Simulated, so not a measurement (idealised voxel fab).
Process module in this document: voxel capacitor over wiring
cross-section cut | 220 nm wide | cells 5 nm
Cross-section spec: square-cell grid; bands listed top down; each band is one or more rows. Read a band's entry like this: the first values are the height of its top and the height of its bottom in nm, and what follows is the sequence of materials from left to right, each with its width in nm. Note that "blank" is empty space, and that a single material marked "edge to edge" reaches across the band from edge to edge. Height reference: 0 = level under which incoming wafer is all one material. Lowest band: no bottom, runs on downward, e.g. "0..down". Per-row width for "30->40": begins at first number (top row of band), ends at second number (bottom row), increment between rows held constant. You'll sometimes find "nothing was modified" written for a step, and that's the way of saying that nowhere in the cross-section did a cell change during that step. So "Trapped cavities" is basically the list of trapped voids: any empty space of 8 cells or more that can't reach the top through an opening. They're written width x height at distance, the distance being from the left edge, and it's all nm. That trailing text on a step's line, after the settings, is the simulator's own remark on the step. What "overlay nm" on a step's line means: if the step has a mask, that mask lay this far to the right of its planned place, or, when the value is negative, to the left.
# These are the steps we planned for the process
1,RECEIVE | material Si
2,CONFORMAL_DEP | material SiO2 | thk nm 10
3,DIRECTIONAL_DEP | material TiN | thk nm 5
4,DIRECTIONAL_DEP | material W | thk nm 15
5,DIRECTIONAL_DEP | material aC | thk nm 10
6,PATTERN | tone cover | mask id METAL_1 | material resist | width nm 20 | pitch nm 70 | thk nm 30 | overlay nm 0
7,DIRECTIONAL_ETCH | etch materials aC | depth nm 10
8,STRIP | etch materials resist
9,DIRECTIONAL_ETCH | etch materials W | depth nm 15
10,DIRECTIONAL_ETCH | etch materials TiN | depth nm 5
11,STRIP | etch materials aC
12,CONFORMAL_DEP | material SiCN | thk nm 5
13,FILL_DEP | material SiO2 | thk nm 5
14,CMP | height nm 30
15,CONFORMAL_DEP | material SiCN | thk nm 5
16,DIRECTIONAL_DEP | material SiO2 | thk nm 15
17,MASKED_ETCH | tone open | mask id PLUG_1 | width nm 15 | etch materials SiO2 | depth nm 15 | overlay nm 0
18,MASKED_ETCH | tone open | mask id PLUG_1 | width nm 15 | etch materials SiCN | depth nm 5 | overlay nm 0
19,CONFORMAL_DEP | material TiN | thk nm 5
20,FILL_DEP | material Ru | thk nm 5
21,CMP | height nm 50
22,DIRECTIONAL_DEP | material TiN | thk nm 10
23,DIRECTIONAL_DEP | material HfO2 | thk nm 5
24,DIRECTIONAL_DEP | material TiN | thk nm 5
25,PATTERN | tone cover | mask id UPPER_PLATE | material resist | width nm 55 | thk nm 15 | overlay nm 0
26,DIRECTIONAL_ETCH | etch materials TiN | depth nm 5
27,DIRECTIONAL_ETCH | etch materials HfO2 | depth nm 5
28,STRIP | etch materials resist
29,DIRECTIONAL_DEP | material aC | thk nm 10
30,PATTERN | tone cover | mask id LOWER_PLATE | material resist | width nm 65 | thk nm 25 | overlay nm 0
31,DIRECTIONAL_ETCH | etch materials aC | depth nm 10
32,STRIP | etch materials resist
33,DIRECTIONAL_ETCH | etch materials TiN | depth nm 10
34,STRIP | etch materials aC
35,FILL_DEP | material SiO2 | thk nm 15
36,CMP | height nm 80
37,PATTERN | tone open | mask id PLUG_2 | material resist | width nm 15 | thk nm 20 | overlay nm 0
38,DIRECTIONAL_ETCH | etch materials SiO2 | depth nm 10
39,STRIP | etch materials resist
40,CONFORMAL_DEP | material TiN | thk nm 5
41,FILL_DEP | material Ru | thk nm 10
42,CMP | height nm 80
43,CONFORMAL_DEP | material SiN | thk nm 5
# The cross-section here shows the wafer as received, i.e. in its state after step 1
- 0..down | Si edge to edge
- Trapped cavities: none
# Cross-section, first of two wafers, end of module, run as planned
- 85..80 | SiN edge to edge
- 80..75 | 80 nm SiO2  5 nm TiN  5 nm Ru  5 nm TiN  125 nm SiO2
- 75..65 | 80->70 nm SiO2  15->55 nm TiN  125->95 nm SiO2
- 65..60 | 70 nm SiO2  55 nm HfO2  95 nm SiO2
- 60..50 | 65 nm SiO2  65 nm TiN  90 nm SiO2
- 50..35 | 70 nm SiO2  5 nm TiN  5 nm Ru  5 nm TiN  135 nm SiO2
- 35..30 | 70 nm SiCN  15 nm TiN  135 nm SiCN
- 30..15 | 60 nm SiO2  5 nm SiCN  20 nm W  5 nm SiCN  40 nm SiO2  5 nm SiCN  20 nm W  5 nm SiCN  60 nm SiO2
- 15..10 | 65 nm SiCN  20 nm TiN  50 nm SiCN  20 nm TiN  65 nm SiCN
- 10..0 | SiO2 edge to edge
- 0..down | Si edge to edge
- Trapped cavities: none
# Second wafer cross-section at end of module - shared start and plan with the first, one mistake in the run
- 85..70 | SiN edge to edge
- 70..65 | 70 nm SiN  55 nm TiN  95 nm SiN
- 65..60 | 70 nm SiN  55 nm HfO2  95 nm SiN
- 60..50 | 65 nm SiN  65 nm TiN  90 nm SiN
- 50..35 | 70 nm SiO2  5 nm TiN  5 nm Ru  5 nm TiN  135 nm SiO2
- 35..30 | 70 nm SiCN  15 nm TiN  135 nm SiCN
- 30..15 | 60 nm SiO2  5 nm SiCN  20 nm W  5 nm SiCN  40 nm SiO2  5 nm SiCN  20 nm W  5 nm SiCN  60 nm SiO2
- 15..10 | 65 nm SiCN  20 nm TiN  50 nm SiCN  20 nm TiN  65 nm SiCN
- 10..0 | SiO2 edge to edge
- 0..down | Si edge to edge
- Trapped cavities: none
So what did we get wrong on this run? planned and actual differ for step 35; actual: FILL_DEP | material SiN | thk nm 15
The final cell counts differ between the wafers, with the second having more or fewer of some materials than the first: 1 fewer of Ru | 216 more of SiN | 210 fewer of SiO2 | 5 fewer of TiN
